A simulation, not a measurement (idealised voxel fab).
process module | voxel transistor to metal
For reference, the cross-section in this document is cut, with width 195 nm and square cells of 5 nm.
Bands, listed from the top down, are how a cross-section gets written in this document; the cross-section itself is a grid of square cells, and a band is one or more rows of them. Per band: top height and bottom height in nm, followed by the left-to-right materials and their widths in nm; "throughout" marks a single material spanning edge to edge, "empty" marks empty space. Heights are expressed relative to 0, this being the level below which the as-received wafer comprises one material exclusively. The lowest band is unbounded in the downward direction and is denoted as in "0 and below". Read "30 to 40" as a graded width: first number on top, second number at the bottom, same change between each pair of neighbouring rows. Where the words "all unchanged" appear for a step, the cross-section shows no cell changed by that step; every cell remained as before. If an empty space has no open way to the top and is at least 8 cells in size, "Cavities, sealed" lists it, written width x height at distance, where distance is measured from the left edge and every value is in nm. On a step's line, text after the settings is the simulator commenting on that step. overlay nm: on a step with a mask, how far right of its planned place the mask lay; negative means left.

[Below is the list of planned process steps]
1) RECEIVE (material Si)
2) CONFORMAL_DEP (material SiO2; thk nm 5)
3) CONFORMAL_DEP (material SiN; thk nm 10)
4) MASKED_ETCH (tone cover; mask id ACTIVE; width nm 115; etch materials SiN; depth nm 10; overlay nm 0)
5) MASKED_ETCH (tone cover; mask id ACTIVE; width nm 115; etch materials SiO2; depth nm 5; overlay nm 0)
6) MASKED_ETCH (tone cover; mask id ACTIVE; width nm 115; etch materials Si; depth nm 30; overlay nm 0)
7) FILL_DEP (material SiO2; thk nm 5)
8) CMP (height nm 15)
9) SELECTIVE_ETCH (etch materials SiO2; depth nm 5)
10) STRIP (etch materials SiN)
11) SELECTIVE_ETCH (etch materials SiO2; depth nm 5)
12) OXIDIZE (depth nm 5)
13) DIRECTIONAL_DEP (material polySi; thk nm 20)
14) DIRECTIONAL_DEP (material SiCN; thk nm 10)
15) PATTERN (tone cover; mask id GATE; material resist; width nm 25; thk nm 15; overlay nm 0)
16) DIRECTIONAL_ETCH (etch materials SiCN; depth nm 20)
17) DIRECTIONAL_ETCH (etch materials polySi; depth nm 30)
18) STRIP (etch materials resist)
19) CONFORMAL_DEP (material SiO2; thk nm 5)
20) DIRECTIONAL_ETCH (etch materials SiO2; depth nm 5)
21) CONFORMAL_DEP (material SiN; thk nm 10)
22) DIRECTIONAL_ETCH (etch materials SiN; depth nm 10)
23) DIRECTIONAL_ETCH (etch materials SiO2; depth nm 5)
24) DIRECTIONAL_ETCH (etch materials Si; depth nm 15)
25) EPI (material SiGe; thk nm 15)
26) FILL_DEP (material SiO2; thk nm 5)
27) CMP (height nm 20)
28) STRIP (etch materials polySi)
29) SELECTIVE_ETCH (etch materials SiO2; depth nm 5)
30) CONFORMAL_DEP (material HfO2; thk nm 5)
31) CONFORMAL_DEP (material TiN; thk nm 5)
32) FILL_DEP (material W; thk nm 10)
33) CMP (height nm 15)
34) DIRECTIONAL_DEP (material SiO2; thk nm 15)
35) MASKED_ETCH (tone open; mask id CONTACT; width nm 15; pitch nm 80; etch materials SiO2; depth nm 20; overlay nm 0)
36) CONFORMAL_DEP (material TiN; thk nm 5)
37) FILL_DEP (material W; thk nm 10)
38) CMP (height nm 30)
39) CONFORMAL_DEP (material SiCN; thk nm 5)
40) DIRECTIONAL_DEP (material SiO2; thk nm 25)
41) MASKED_ETCH (tone open; mask id METAL_1; width nm 15; pitch nm 80; etch materials SiO2; depth nm 25; overlay nm 0)
42) MASKED_ETCH (tone open; mask id METAL_1; width nm 15; pitch nm 80; etch materials SiCN; depth nm 5; overlay nm 0)
43) CONFORMAL_DEP (material TiN; thk nm 5)
44) FILL_DEP (material Cu; thk nm 5)
45) CMP (height nm 60)
46) CONFORMAL_DEP (material SiCN; thk nm 5)
47) DIRECTIONAL_DEP (material lowk; thk nm 25)
48) MASKED_ETCH (tone open; mask id METAL_2; width nm 15; pitch nm 80; etch materials lowk; depth nm 15; overlay nm 0)
49) DIRECTIONAL_DEP (material aC; thk nm 10)
50) PATTERN (tone open; mask id METAL_2_HOLES; material resist; width nm 15; pitch nm 80; thk nm 30; overlay nm 0)
51) DIRECTIONAL_ETCH (etch materials aC; depth nm 10)
52) STRIP (etch materials resist)
53) DIRECTIONAL_ETCH (etch materials lowk; depth nm 10)
54) DIRECTIONAL_ETCH (etch materials SiCN; depth nm 5)
55) STRIP (etch materials aC)
56) CONFORMAL_DEP (material TiN; thk nm 5)
57) FILL_DEP (material Cu; thk nm 10)
58) CMP (height nm 90)
59) CONFORMAL_DEP (material SiN; thk nm 5)

[Incoming wafer in cross-section (state: after step 1)]
    0 and below = Si throughout
    Cavities, sealed: none

[First of two wafers, end-of-module section, run followed plan]
    95 down to 90 = SiN throughout
    90 down to 65 = lowk=50  TiN=5  Cu=5  TiN=5  lowk=65  TiN=5  Cu=5  TiN=5  lowk=50
    65 down to 60 = SiCN=50  TiN=15  SiCN=65  TiN=15  SiCN=50
    60 down to 35 = SiO2=50  TiN=5  Cu=5  TiN=5  SiO2=65  TiN=5  Cu=5  TiN=5  SiO2=50
    35 down to 30 = SiCN=50  TiN=15  SiCN=65  TiN=15  SiCN=50
    30 down to 15 = SiO2=50  TiN=5  W=5  TiN=5  SiO2=65  TiN=5  W=5  TiN=5  SiO2=50
    15 down to 10 = SiO2=50  TiN=15  SiO2=5  SiN=10  HfO2=5  TiN=5  W=15  TiN=5  HfO2=5  SiN=10  SiO2=5  TiN=15  SiO2=50
    10 down to 5 = SiO2=45  SiGe=25  SiN=10  HfO2=5  TiN=5  W=15  TiN=5  HfO2=5  SiN=10  SiGe=25  SiO2=45
    5 down to 0 = SiO2=40  SiN=10  SiGe=20  SiN=10  HfO2=5  TiN=25  HfO2=5  SiN=10  SiGe=20  SiN=10  SiO2=40
    0 down to -5 = SiO2=50  SiGe=20  SiO2=10  HfO2=35  SiO2=10  SiGe=20  SiO2=50
    -5 down to -20 = SiO2=40  Si=10  SiGe=20  Si=55  SiGe=20  Si=10  SiO2=40
    -20 down to -30 = SiO2=40  Si=115  SiO2=40
    -30 and below = Si throughout
    Cavities, sealed: none

[Wafer two, end of module, cross-section. Same start, same plan as wafer one. One mistake in the run]
    95 down to 90 = SiN throughout
    90 down to 65 = lowk=50  TiN=5  Cu=5  TiN=5  lowk=65  TiN=5  Cu=5  TiN=5  lowk=50
    65 down to 60 = SiCN=50  TiN=15  SiCN=65  TiN=15  SiCN=50
    60 down to 35 = SiO2=50  TiN=5  Cu=5  TiN=5  SiO2=65  TiN=5  Cu=5  TiN=5  SiO2=50
    35 down to 30 = SiCN=50  TiN=15  SiCN=65  TiN=15  SiCN=50
    30 down to 15 = SiO2=50  TiN=5  W=5  TiN=5  SiO2=65  TiN=5  W=5  TiN=5  SiO2=50
    15 down to 10 = SiO2=50  TiN=15  SiO2=5  SiN=10  HfO2=5  TiN=5  W=15  TiN=5  HfO2=5  SiN=10  SiO2=5  TiN=15  SiO2=50
    10 down to 5 = SiO2=55  SiGe=15  SiN=10  HfO2=5  TiN=5  W=15  TiN=5  HfO2=5  SiN=10  SiGe=15  SiO2=55
    5 down to 0 = SiO2=55  SiGe=15  SiN=10  HfO2=5  TiN=25  HfO2=5  SiN=10  SiGe=15  SiO2=55
    0 down to -5 = SiO2=55  SiGe=15  SiN=10  HfO2=35  SiN=10  SiGe=15  SiO2=55
    -5 down to -10 = SiO2=35  SiGe=35  Si=55  SiGe=35  SiO2=35
    -10 down to -20 = SiO2=40  SiGe=30  Si=55  SiGe=30  SiO2=40
    -20 down to -30 = SiO2=40  Si=115  SiO2=40
    -30 and below = Si throughout
    Cavities, sealed: none
Run error: step 20 off recipe, ran as DIRECTIONAL_ETCH (etch materials SiO2; depth nm 15)
It is noted that, at the conclusion of processing, the second wafer exhibits a higher or lower cell count for certain materials relative to the first: Si: 12 fewer; SiGe: 6 more; SiO2: 6 more
